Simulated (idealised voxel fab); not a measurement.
Process module heading - voxel quadruple lines
Square cell edge 5 nm, section width 270 nm, ID cut.
Reading order for cross-sections: top band down to bottom band. Underlying form: a grid of square cells. Band size: one or more rows of cells. The entry gives the band's vertical extent as a top height and a bottom height in nm, then its horizontal make-up as materials from left to right, each with a width in nm. "air" stands for empty space; a single material marked "edge to edge" fills the band edge to edge. The level at which height equals 0 is the one under which the wafer, as it arrives, is entirely one material. No lower edge exists for the bottom band, which continues downward and is notated as in "0..down". When a width is written as two numbers, as in "30..40", the first number is the width in the top row of cells of the band and the second is the width in its bottom row, and the width changes by the same amount from each row to the next. Step note "nothing different" = no cross-section cell changed. In "Enclosed internal cavities" the enclosed voids are listed, meaning empty spaces of 8 cells or larger without any opening to the top. The form is width x height at distance, distance from the left edge, units nm. Whatever follows a step's settings on its line is a remark the simulator itself makes about that step. "overlay nm" on a masked step: distance the mask lay right of its planned place, negative for left.
Set out below are the planned steps of the process:
1) RECEIVE,material Si
2) CONFORMAL_DEP,material SiO2,thk nm 5
3) DIRECTIONAL_DEP,material W,thk nm 15
4) DIRECTIONAL_DEP,material polySi,thk nm 15
5) DIRECTIONAL_DEP,material aC,thk nm 25
6) PATTERN,tone cover,mask id MANDREL,material resist,width nm 30,pitch nm 80,thk nm 35,overlay nm 0
7) DIRECTIONAL_ETCH,etch materials aC,depth nm 25
8) STRIP,etch materials resist
9) CONFORMAL_DEP,material SiO2,thk nm 10
10) DIRECTIONAL_ETCH,etch materials SiO2,depth nm 10
11) STRIP,etch materials aC
12) DIRECTIONAL_ETCH,etch materials polySi,depth nm 15
13) STRIP,etch materials SiO2
14) CONFORMAL_DEP,material SiCN,thk nm 10
15) DIRECTIONAL_ETCH,etch materials SiCN,depth nm 10
16) STRIP,etch materials polySi
17) DIRECTIONAL_ETCH,etch materials W,depth nm 15
18) STRIP,etch materials SiCN
Step 1 complete: cross-section of the wafer as received:
- 0..down: Si edge to edge
- Enclosed internal cavities: none
This is how the wafer looks in cross-section once the module is done, given the starting state and plan above and one mistake in carrying the plan out:
- 60..35: air (80), aC (30), air (50), aC (30), air (80)
- 35..20: polySi edge to edge
- 20..5: W edge to edge
- 5..0: SiO2 edge to edge
- 0..down: Si edge to edge
- Enclosed internal cavities: none
Misprocessing identified: step 9 was not run as planned; what actually ran was CONFORMAL_DEP,material SiCN,thk nm 10
